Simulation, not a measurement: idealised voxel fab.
process module | voxel trench capacitor
cross-section cut | 245 nm wide | cells 5 nm
A cross-section is a grid of square cells, given in bands from the top down. A band is one or more rows of cells.
Each band's line starts with the height of the band's top and of its bottom, in nm. Then come its materials from left to right, each with its width in nm. One material with "throughout" fills the band from edge to edge. "air" is empty space.
Height 0 is the level under which the wafer as received is all one material. The lowest band goes on downwards, as in "0 down".
A width such as "30 to 40" changes by the same amount from each row of cells to the next, from the band's top row to its bottom row.
"no change" after a step means that no cell of the cross-section changed.
closed voids: empty space of 8 cells or more with no open way to the top, each as width x height at its distance from the left edge, in nm
after a step's settings: what the simulator itself notes on the step
overlay nm, on a step with a mask: how far to the right of its planned place the mask lay; to the left if negative
Each pair below shows a cross-section before one step and the cross-section after it, down to the lowest band that changed. The line under each pair gives the step between them, with its settings. The pairs can come from different runs of this module on the same starting wafer, so a pair continues from the pair above only where its "before" says so.
before
  0 down: Si throughout
  closed voids: none
after
  5 to 0: SiN throughout
  below 0: unchanged
  closed voids: none
the step between: op CONFORMAL_DEP | material SiN | thk nm 5
before: the cross-section after the pair above
after
  20 to 5: aC throughout
  below 5: unchanged
  closed voids: none
the step between: op DIRECTIONAL_DEP | material aC | thk nm 15
before: the cross-section after the pair above
after
  55 to 20: resist 95 | air 15 | resist 20 | air 15 | resist 100
  below 20: unchanged
  closed voids: none
the step between: op PATTERN | tone open | mask id TRENCH | material resist | width nm 15 | pitch nm 35 | thk nm 35 | overlay nm 0
before: the cross-section after the pair above
after
  40 to 20: resist 95 | air 15 | resist 20 | air 15 | resist 100
  20 to 5: aC 95 | air 15 | aC 20 | air 15 | aC 100
  below 5: unchanged
  closed voids: none
the step between: op DIRECTIONAL_ETCH | etch materials aC | depth nm 15
before: the cross-section after the pair above
after
  20 to 5: aC 95 | air 15 | aC 20 | air 15 | aC 100
  below 5: unchanged
  closed voids: none
the step between: op STRIP | etch materials resist
before: the cross-section after the pair above
after
  20 to 5: aC 95 | air 15 | aC 20 | air 15 | aC 100
  5 to 0: SiN 95 | air 15 | SiN 20 | air 15 | SiN 100
  below 0: unchanged
  closed voids: none
the step between: op DIRECTIONAL_ETCH | etch materials SiN | depth nm 5
before: the cross-section after the pair above
after
  20 to 5: aC 95 | air 15 | aC 20 | air 15 | aC 100
  5 to 0: SiN 95 | air 15 | SiN 20 | air 15 | SiN 100
  0 to -35: Si 95 | air 15 | Si 20 | air 15 | Si 100
  below -35: unchanged
  closed voids: none
the step between: op DIRECTIONAL_ETCH | etch materials Si | depth nm 35
before: the cross-section after the pair above
after
  5 to 0: SiN 95 | air 15 | SiN 20 | air 15 | SiN 100
  below 0: unchanged
  closed voids: none
the step between: op STRIP | etch materials aC
before: the cross-section after the pair above
after
  10 to 5: SiO2 100 | air 5 | SiO2 30 | air 5 | SiO2 105
  5 to 0: SiN 95 | SiO2 5 | air 5 | SiO2 5 | SiN 20 | SiO2 5 | air 5 | SiO2 5 | SiN 100
  0 to -30: Si 95 | SiO2 5 | air 5 | SiO2 5 | Si 20 | SiO2 5 | air 5 | SiO2 5 | Si 100
  -30 to -35: Si 95 | SiO2 15 | Si 20 | SiO2 15 | Si 100
  below -35: unchanged
  closed voids: none
the step between: op CONFORMAL_DEP | material SiO2 | thk nm 5
before: the cross-section after the pair above
after
  20 to 10: polySi throughout
  10 to 5: SiO2 100 | polySi 5 | SiO2 30 | polySi 5 | SiO2 105
  5 to 0: SiN 95 | SiO2 5 | polySi 5 | SiO2 5 | SiN 20 | SiO2 5 | polySi 5 | SiO2 5 | SiN 100
  0 to -30: Si 95 | SiO2 5 | polySi 5 | SiO2 5 | Si 20 | SiO2 5 | polySi 5 | SiO2 5 | Si 100
  below -30: unchanged
  closed voids: none
the step between: op FILL_DEP | material polySi | thk nm 10
before: the cross-section after the pair above
after
  5 to 0: SiN 95 | SiO2 5 | polySi 5 | SiO2 5 | SiN 20 | SiO2 5 | polySi 5 | SiO2 5 | SiN 100
  below 0: unchanged
  closed voids: none
the step between: op CMP | height nm 5
before
  20 to 5: aC 95 | air 15 | aC 20 | air 15 | aC 100
  5 to 0: SiN 95 | air 15 | SiN 20 | air 15 | SiN 100
  0 to -35: Si 95 | air 15 | Si 20 | air 15 | Si 100
  -35 down: Si throughout
  closed voids: none
after
  20 to 5: aC 95 | air 15 | aC 20 | air 15 | aC 100
  5 to 0: SiN 95 | air 15 | SiN 20 | air 15 | SiN 100
  0 to -70: Si 95 | air 15 | Si 20 | air 15 | Si 100
  below -70: unchanged
  closed voids: none
the step between: op DIRECTIONAL_ETCH | etch materials Si | depth nm 35
before: the cross-section after the pair above
after
  5 to 0: SiN 95 | air 15 | SiN 20 | air 15 | SiN 100
  below 0: unchanged
  closed voids: none
the step between: op STRIP | etch materials aC
before: the cross-section after the pair above
after
  10 to 5: SiO2 100 | air 5 | SiO2 30 | air 5 | SiO2 105
  5 to 0: SiN 95 | SiO2 5 | air 5 | SiO2 5 | SiN 20 | SiO2 5 | air 5 | SiO2 5 | SiN 100
  0 to -65: Si 95 | SiO2 5 | air 5 | SiO2 5 | Si 20 | SiO2 5 | air 5 | SiO2 5 | Si 100
  -65 to -70: Si 95 | SiO2 15 | Si 20 | SiO2 15 | Si 100
  below -70: unchanged
  closed voids: none
the step between: op CONFORMAL_DEP | material SiO2 | thk nm 5
before: the cross-section after the pair above
after
  20 to 10: polySi throughout
  10 to 5: SiO2 100 | polySi 5 | SiO2 30 | polySi 5 | SiO2 105
  5 to 0: SiN 95 | SiO2 5 | polySi 5 | SiO2 5 | SiN 20 | SiO2 5 | polySi 5 | SiO2 5 | SiN 100
  0 to -65: Si 95 | SiO2 5 | polySi 5 | SiO2 5 | Si 20 | SiO2 5 | polySi 5 | SiO2 5 | Si 100
  below -65: unchanged
  closed voids: none
the step between: op FILL_DEP | material polySi | thk nm 10
before: the cross-section after the pair above
after
  5 to 0: SiN 95 | SiO2 5 | polySi 5 | SiO2 5 | SiN 20 | SiO2 5 | polySi 5 | SiO2 5 | SiN 100
  below 0: unchanged
  closed voids: none
the step between: op CMP | height nm 5
before
  20 to 5: aC 95 | air 15 | aC 20 | air 15 | aC 100
  5 to 0: SiN 95 | air 15 | SiN 20 | air 15 | SiN 100
  0 down: Si throughout
  closed voids: none
after
  5 to 0: SiN 95 | air 15 | SiN 20 | air 15 | SiN 100
  below 0: unchanged
  closed voids: none
the step between: op STRIP | etch materials aC
before: the cross-section after the pair above
after
  5 to 0: SiN 95 | air 15 | SiN 20 | air 15 | SiN 100
  0 to -35: Si 95 | air 15 | Si 20 | air 15 | Si 100
  below -35: unchanged
  closed voids: none
the step between: op DIRECTIONAL_ETCH | etch materials Si | depth nm 35
before
  20 to 5: aC 95 | air 15 | aC 20 | air 15 | aC 100
  5 to 0: SiN 95 | air 15 | SiN 20 | air 15 | SiN 100
  0 down: Si throughout
  closed voids: none
after
  20 to 5: aC 95 | air 15 | aC 20 | air 15 | aC 100
  5 to 0: SiN 95 | air 15 | SiN 20 | air 15 | SiN 100
  0 to -30: Si 95 | air 15 | Si 20 | air 15 | Si 100
  below -30: unchanged
  closed voids: none
the step between: op DIRECTIONAL_ETCH | etch materials Si | depth nm 30
before: the cross-section after the pair above
after
  5 to 0: SiN 95 | air 15 | SiN 20 | air 15 | SiN 100
  below 0: unchanged
  closed voids: none
the step between: op STRIP | etch materials aC
before: the cross-section after the pair above
after
  10 to 5: SiO2 100 | air 5 | SiO2 30 | air 5 | SiO2 105
  5 to 0: SiN 95 | SiO2 5 | air 5 | SiO2 5 | SiN 20 | SiO2 5 | air 5 | SiO2 5 | SiN 100
  0 to -25: Si 95 | SiO2 5 | air 5 | SiO2 5 | Si 20 | SiO2 5 | air 5 | SiO2 5 | Si 100
  -25 to -30: Si 95 | SiO2 15 | Si 20 | SiO2 15 | Si 100
  below -30: unchanged
  closed voids: none
the step between: op CONFORMAL_DEP | material SiO2 | thk nm 5
before: the cross-section after the pair above
after
  20 to 10: polySi throughout
  10 to 5: SiO2 100 | polySi 5 | SiO2 30 | polySi 5 | SiO2 105
  5 to 0: SiN 95 | SiO2 5 | polySi 5 | SiO2 5 | SiN 20 | SiO2 5 | polySi 5 | SiO2 5 | SiN 100
  0 to -25: Si 95 | SiO2 5 | polySi 5 | SiO2 5 | Si 20 | SiO2 5 | polySi 5 | SiO2 5 | Si 100
  below -25: unchanged
  closed voids: none
the step between: op FILL_DEP | material polySi | thk nm 10
before: the cross-section after the pair above
after
  5 to 0: SiN 95 | SiO2 5 | polySi 5 | SiO2 5 | SiN 20 | SiO2 5 | polySi 5 | SiO2 5 | SiN 100
  below 0: unchanged
  closed voids: none
the step between: op CMP | height nm 5
before
  20 to 5: aC throughout
  5 to 0: SiN throughout
  0 down: Si throughout
  closed voids: none
after
  55 to 20: resist 95 | air 20 | resist 15 | air 20 | resist 95
  below 20: unchanged
  closed voids: none
the step between: op PATTERN | tone open | mask id TRENCH | material resist | width nm 20 | pitch nm 35 | thk nm 35 | overlay nm 0
before: the cross-section after the pair above
after
  40 to 20: resist 95 | air 20 | resist 15 | air 20 | resist 95
  20 to 5: aC 95 | air 20 | aC 15 | air 20 | aC 95
  below 5: unchanged
  closed voids: none
the step between: op DIRECTIONAL_ETCH | etch materials aC | depth nm 15
before: the cross-section after the pair above
after
  20 to 5: aC 95 | air 20 | aC 15 | air 20 | aC 95
  below 5: unchanged
  closed voids: none
the step between: op STRIP | etch materials resist
before: the cross-section after the pair above
after
  20 to 5: aC 95 | air 20 | aC 15 | air 20 | aC 95
  5 to 0: SiN 95 | air 20 | SiN 15 | air 20 | SiN 95
  below 0: unchanged
  closed voids: none
the step between: op DIRECTIONAL_ETCH | etch materials SiN | depth nm 5
before: the cross-section after the pair above
after
  20 to 5: aC 95 | air 20 | aC 15 | air 20 | aC 95
  5 to 0: SiN 95 | air 20 | SiN 15 | air 20 | SiN 95
  0 to -35: Si 95 | air 20 | Si 15 | air 20 | Si 95
  below -35: unchanged
  closed voids: none
the step between: op DIRECTIONAL_ETCH | etch materials Si | depth nm 35
before: the cross-section after the pair above
after
  5 to 0: SiN 95 | air 20 | SiN 15 | air 20 | SiN 95
  below 0: unchanged
  closed voids: none
the step between: op STRIP | etch materials aC
before: the cross-section after the pair above
after
  10 to 5: SiO2 100 | air 10 | SiO2 25 | air 10 | SiO2 100
  5 to 0: SiN 95 | SiO2 5 | air 10 | SiO2 5 | SiN 15 | SiO2 5 | air 10 | SiO2 5 | SiN 95
  0 to -30: Si 95 | SiO2 5 | air 10 | SiO2 5 | Si 15 | SiO2 5 | air 10 | SiO2 5 | Si 95
  -30 to -35: Si 95 | SiO2 20 | Si 15 | SiO2 20 | Si 95
  below -35: unchanged
  closed voids: none
the step between: op CONFORMAL_DEP | material SiO2 | thk nm 5
before: the cross-section after the pair above
after
  20 to 10: polySi throughout
  10 to 5: SiO2 100 | polySi 10 | SiO2 25 | polySi 10 | SiO2 100
  5 to 0: SiN 95 | SiO2 5 | polySi 10 | SiO2 5 | SiN 15 | SiO2 5 | polySi 10 | SiO2 5 | SiN 95
  0 to -30: Si 95 | SiO2 5 | polySi 10 | SiO2 5 | Si 15 | SiO2 5 | polySi 10 | SiO2 5 | Si 95
  below -30: unchanged
  closed voids: none
the step between: op FILL_DEP | material polySi | thk nm 10
before: the cross-section after the pair above
after
  5 to 0: SiN 95 | SiO2 5 | polySi 10 | SiO2 5 | SiN 15 | SiO2 5 | polySi 10 | SiO2 5 | SiN 95
  below 0: unchanged
  closed voids: none
the step between: op CMP | height nm 5
before
  20 to 5: aC throughout
  5 to 0: SiN throughout
  0 down: Si throughout
  closed voids: none
after
  55 to 20: resist 105 | air 15 | resist 20 | air 15 | resist 90
  below 20: unchanged
  closed voids: none
the step between: op PATTERN | tone open | mask id TRENCH | material resist | width nm 15 | pitch nm 35 | thk nm 35 | overlay nm 10
before: the cross-section after the pair above
after
  40 to 20: resist 105 | air 15 | resist 20 | air 15 | resist 90
  20 to 5: aC 105 | air 15 | aC 20 | air 15 | aC 90
  below 5: unchanged
  closed voids: none
the step between: op DIRECTIONAL_ETCH | etch materials aC | depth nm 15
before: the cross-section after the pair above
after
  20 to 5: aC 105 | air 15 | aC 20 | air 15 | aC 90
  below 5: unchanged
  closed voids: none
the step between: op STRIP | etch materials resist
before: the cross-section after the pair above
after
  20 to 5: aC 105 | air 15 | aC 20 | air 15 | aC 90
  5 to 0: SiN 105 | air 15 | SiN 20 | air 15 | SiN 90
  below 0: unchanged
  closed voids: none
the step between: op DIRECTIONAL_ETCH | etch materials SiN | depth nm 5
before: the cross-section after the pair above
after
  20 to 5: aC 105 | air 15 | aC 20 | air 15 | aC 90
  5 to 0: SiN 105 | air 15 | SiN 20 | air 15 | SiN 90
  0 to -35: Si 105 | air 15 | Si 20 | air 15 | Si 90
  below -35: unchanged
  closed voids: none
the step between: op DIRECTIONAL_ETCH | etch materials Si | depth nm 35
before: the cross-section after the pair above
after
  5 to 0: SiN 105 | air 15 | SiN 20 | air 15 | SiN 90
  below 0: unchanged
  closed voids: none
the step between: op STRIP | etch materials aC
before: the cross-section after the pair above
after
  10 to 5: SiO2 110 | air 5 | SiO2 30 | air 5 | SiO2 95
  5 to 0: SiN 105 | SiO2 5 | air 5 | SiO2 5 | SiN 20 | SiO2 5 | air 5 | SiO2 5 | SiN 90
  0 to -30: Si 105 | SiO2 5 | air 5 | SiO2 5 | Si 20 | SiO2 5 | air 5 | SiO2 5 | Si 90
  -30 to -35: Si 105 | SiO2 15 | Si 20 | SiO2 15 | Si 90
  below -35: unchanged
  closed voids: none
the step between: op CONFORMAL_DEP | material SiO2 | thk nm 5
before: the cross-section after the pair above
after
  20 to 10: polySi throughout
  10 to 5: SiO2 110 | polySi 5 | SiO2 30 | polySi 5 | SiO2 95
  5 to 0: SiN 105 | SiO2 5 | polySi 5 | SiO2 5 | SiN 20 | SiO2 5 | polySi 5 | SiO2 5 | SiN 90
  0 to -30: Si 105 | SiO2 5 | polySi 5 | SiO2 5 | Si 20 | SiO2 5 | polySi 5 | SiO2 5 | Si 90
  below -30: unchanged
  closed voids: none
the step between: op FILL_DEP | material polySi | thk nm 10
before: the cross-section after the pair above
after
  5 to 0: SiN 105 | SiO2 5 | polySi 5 | SiO2 5 | SiN 20 | SiO2 5 | polySi 5 | SiO2 5 | SiN 90
  below 0: unchanged
  closed voids: none
the step between: op CMP | height nm 5
before
  10 to 5: SiO2 100 | air 5 | SiO2 30 | air 5 | SiO2 105
  5 to 0: SiN 95 | SiO2 5 | air 5 | SiO2 5 | SiN 20 | SiO2 5 | air 5 | SiO2 5 | SiN 100
  0 to -30: Si 95 | SiO2 5 | air 5 | SiO2 5 | Si 20 | SiO2 5 | air 5 | SiO2 5 | Si 100
  -30 to -35: Si 95 | SiO2 15 | Si 20 | SiO2 15 | Si 100
  -35 down: Si throughout
  closed voids: none
after
  20 to 10: aC throughout
  10 to 5: SiO2 100 | aC 5 | SiO2 30 | aC 5 | SiO2 105
  5 to 0: SiN 95 | SiO2 5 | aC 5 | SiO2 5 | SiN 20 | SiO2 5 | aC 5 | SiO2 5 | SiN 100
  0 to -30: Si 95 | SiO2 5 | aC 5 | SiO2 5 | Si 20 | SiO2 5 | aC 5 | SiO2 5 | Si 100
  below -30: unchanged
  closed voids: none
the step between: op FILL_DEP | material aC | thk nm 10
before: the cross-section after the pair above
after
  5 to 0: SiN 95 | SiO2 5 | aC 5 | SiO2 5 | SiN 20 | SiO2 5 | aC 5 | SiO2 5 | SiN 100
  below 0: unchanged
  closed voids: none
the step between: op CMP | height nm 5
before
  20 to 5: aC throughout
  5 to 0: SiN throughout
  0 down: Si throughout
  closed voids: none
after
  55 to 20: air 95 | resist 15 | air 20 | resist 15 | air 100
  below 20: unchanged
  closed voids: none
the step between: op PATTERN | tone cover | mask id TRENCH | material resist | width nm 15 | pitch nm 35 | thk nm 35 | overlay nm 0
before: the cross-section after the pair above
after
  40 to 20: air 95 | resist 15 | air 20 | resist 15 | air 100
  20 to 5: air 95 | aC 15 | air 20 | aC 15 | air 100
  below 5: unchanged
  closed voids: none
the step between: op DIRECTIONAL_ETCH | etch materials aC | depth nm 15
before: the cross-section after the pair above
after
  20 to 5: air 95 | aC 15 | air 20 | aC 15 | air 100
  below 5: unchanged
  closed voids: none
the step between: op STRIP | etch materials resist
before: the cross-section after the pair above
after
  20 to 5: air 95 | aC 15 | air 20 | aC 15 | air 100
  5 to 0: air 95 | SiN 15 | air 20 | SiN 15 | air 100
  below 0: unchanged
  closed voids: none
the step between: op DIRECTIONAL_ETCH | etch materials SiN | depth nm 5
before: the cross-section after the pair above
after
  20 to 5: air 95 | aC 15 | air 20 | aC 15 | air 100
  5 to 0: air 95 | SiN 15 | air 20 | SiN 15 | air 100
  0 to -35: air 95 | Si 15 | air 20 | Si 15 | air 100
  below -35: unchanged
  closed voids: none
the step between: op DIRECTIONAL_ETCH | etch materials Si | depth nm 35
before: the cross-section after the pair above
after
  5 to 0: air 95 | SiN 15 | air 20 | SiN 15 | air 100
  below 0: unchanged
  closed voids: none
the step between: op STRIP | etch materials aC
before: the cross-section after the pair above
after
  10 to 5: air 90 | SiO2 25 | air 10 | SiO2 25 | air 95
  5 to 0: air 90 | SiO2 5 | SiN 15 | SiO2 5 | air 10 | SiO2 5 | SiN 15 | SiO2 5 | air 95
  0 to -30: air 90 | SiO2 5 | Si 15 | SiO2 5 | air 10 | SiO2 5 | Si 15 | SiO2 5 | air 95
  -30 to -35: SiO2 95 | Si 15 | SiO2 20 | Si 15 | SiO2 100
  below -35: unchanged
  closed voids: none
the step between: op CONFORMAL_DEP | material SiO2 | thk nm 5
before: the cross-section after the pair above
after
  20 to 10: polySi throughout
  10 to 5: polySi 90 | SiO2 25 | polySi 10 | SiO2 25 | polySi 95
  5 to 0: polySi 90 | SiO2 5 | SiN 15 | SiO2 5 | polySi 10 | SiO2 5 | SiN 15 | SiO2 5 | polySi 95
  0 to -30: polySi 90 | SiO2 5 | Si 15 | SiO2 5 | polySi 10 | SiO2 5 | Si 15 | SiO2 5 | polySi 95
  below -30: unchanged
  closed voids: none
the step between: op FILL_DEP | material polySi | thk nm 10
before: the cross-section after the pair above
after
  5 to 0: polySi 90 | SiO2 5 | SiN 15 | SiO2 5 | polySi 10 | SiO2 5 | SiN 15 | SiO2 5 | polySi 95
  below 0: unchanged
  closed voids: none
the step between: op CMP | height nm 5
